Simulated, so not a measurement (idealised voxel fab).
The following is a process module called voxel fin reveal.
The figure presents cross-section cut, which has a width of 140 nm and is divided into square cells with an edge length of 5 nm.
This document writes a cross-section as a grid whose cells are square, and gives it as bands, listed from the top down; one or more rows of cells form a band.
What a band's entry tells you: where the top is and where the bottom is, as heights in nm, and after that what lies inside, material by material from left to right, each with its width in nm. Empty space is written as the word "empty", and a single material marked with the word "full width" occupies the band from edge to edge.
All heights in this document are referenced to 0, defined as the level beneath which the wafer, as received, consists entirely of one material. The lowest band is not bounded below; it extends indefinitely downward and is written in the form "0 -> down".
Graded width ("30 to 40"): value in top row of band = first number; value in bottom row = second number; row-to-row change constant.
Step marked "remains unaltered"? Then no cell in the cross-section changed in it.
If an empty space has no open way to the top and is at least 8 cells in size, "Trapped void list" lists it, written width x height at distance, where distance is measured from the left edge and every value is in nm.
after a step's settings: what the simulator itself notes on the step
When a step includes a mask, the "overlay nm" setting on its line states how far to the right of its planned place that mask lay, and negative values state how far to the left.

The process steps that were planned are listed below
1 RECEIVE,material Si
2 CONFORMAL_DEP,material SiN,thk nm 10
3 MASKED_ETCH,tone cover,mask id FINS,width nm 15,pitch nm 35,etch materials SiN,depth nm 10,overlay nm 0
4 MASKED_ETCH,tone cover,mask id FINS,width nm 15,pitch nm 35,etch materials Si,depth nm 30,overlay nm 0
5 FILL_DEP,material SiO2,thk nm 5
6 CMP,height nm 10
7 SELECTIVE_ETCH,etch materials SiO2,depth nm 25
8 STRIP,etch materials SiN

Account of the first of two wafers, which was processed as intended

This is the cross-section of the wafer as we received it, i.e. after step 1
  0 -> down | Si full width
  Trapped void list: none

Cross-section of the wafer after step 2
  10 -> 0 | SiN full width
  Nothing below the height 0 has changed.

Cross-section of the wafer after step 3
  10 -> 0 | 45 empty  15 SiN  20 empty  15 SiN  45 empty
  Nothing below the height 0 has changed.

Cross-section of the wafer after step 4
  10 -> 0 | 45 empty  15 SiN  20 empty  15 SiN  45 empty
  0 -> -30 | 45 empty  15 Si  20 empty  15 Si  45 empty
  Nothing below the height -30 has changed.

Cross-section of the wafer after step 5
  15 -> 10 | SiO2 full width
  10 -> 0 | 45 SiO2  15 SiN  20 SiO2  15 SiN  45 SiO2
  0 -> -30 | 45 SiO2  15 Si  20 SiO2  15 Si  45 SiO2
  Nothing below the height -30 has changed.

Cross-section of the wafer after step 6
  10 -> 0 | 45 SiO2  15 SiN  20 SiO2  15 SiN  45 SiO2
  Nothing below the height 0 has changed.

Cross-section of the wafer after step 7
  10 -> 0 | 45 empty  15 SiN  20 empty  15 SiN  45 empty
  0 -> -15 | 45 empty  15 Si  20 empty  15 Si  45 empty
  Nothing below the height -15 has changed.

Cross-section of the wafer after step 8
  0 -> -15 | 45 empty  15 Si  20 empty  15 Si  45 empty
  Nothing below the height -15 has changed.

Second wafer - shared start and plan with the first - one error in running - same as the first up to step 3 inclusive

Cross-section of the second wafer when, according to plan, step 4 should have finished
  10 -> 0 | 45 empty  15 SiN  20 empty  15 SiN  45 empty
  0 -> -20 | 45 empty  15 Si  20 empty  15 Si  45 empty
  Nothing below the height -20 has changed.

Cross-section of the second wafer when, according to plan, step 5 should have finished
  15 -> 10 | SiO2 full width
  10 -> 0 | 45 SiO2  15 SiN  20 SiO2  15 SiN  45 SiO2
  0 -> -20 | 45 SiO2  15 Si  20 SiO2  15 Si  45 SiO2
  Nothing below the height -20 has changed.

Cross-section of the second wafer when, according to plan, step 6 should have finished
  10 -> 0 | 45 SiO2  15 SiN  20 SiO2  15 SiN  45 SiO2
  Nothing below the height 0 has changed.

Cross-section of the second wafer when, according to plan, step 7 should have finished
  10 -> 0 | 45 empty  15 SiN  20 empty  15 SiN  45 empty
  0 -> -15 | 45 empty  15 Si  20 empty  15 Si  45 empty
  Nothing below the height -15 has changed.

Cross-section of the second wafer when, according to plan, step 8 should have finished
  0 -> -15 | 45 empty  15 Si  20 empty  15 Si  45 empty
  Nothing below the height -15 has changed.
Want to know what went wrong? step 4 was not run as planned; what actually ran was MASKED_ETCH,tone cover,mask id FINS,width nm 15,pitch nm 35,etch materials Si,depth nm 20,overlay nm 0
Once processing is complete, comparing cell counts shows that the second wafer has more or fewer of certain materials than the first: 44 more of Si | 44 fewer of SiO2
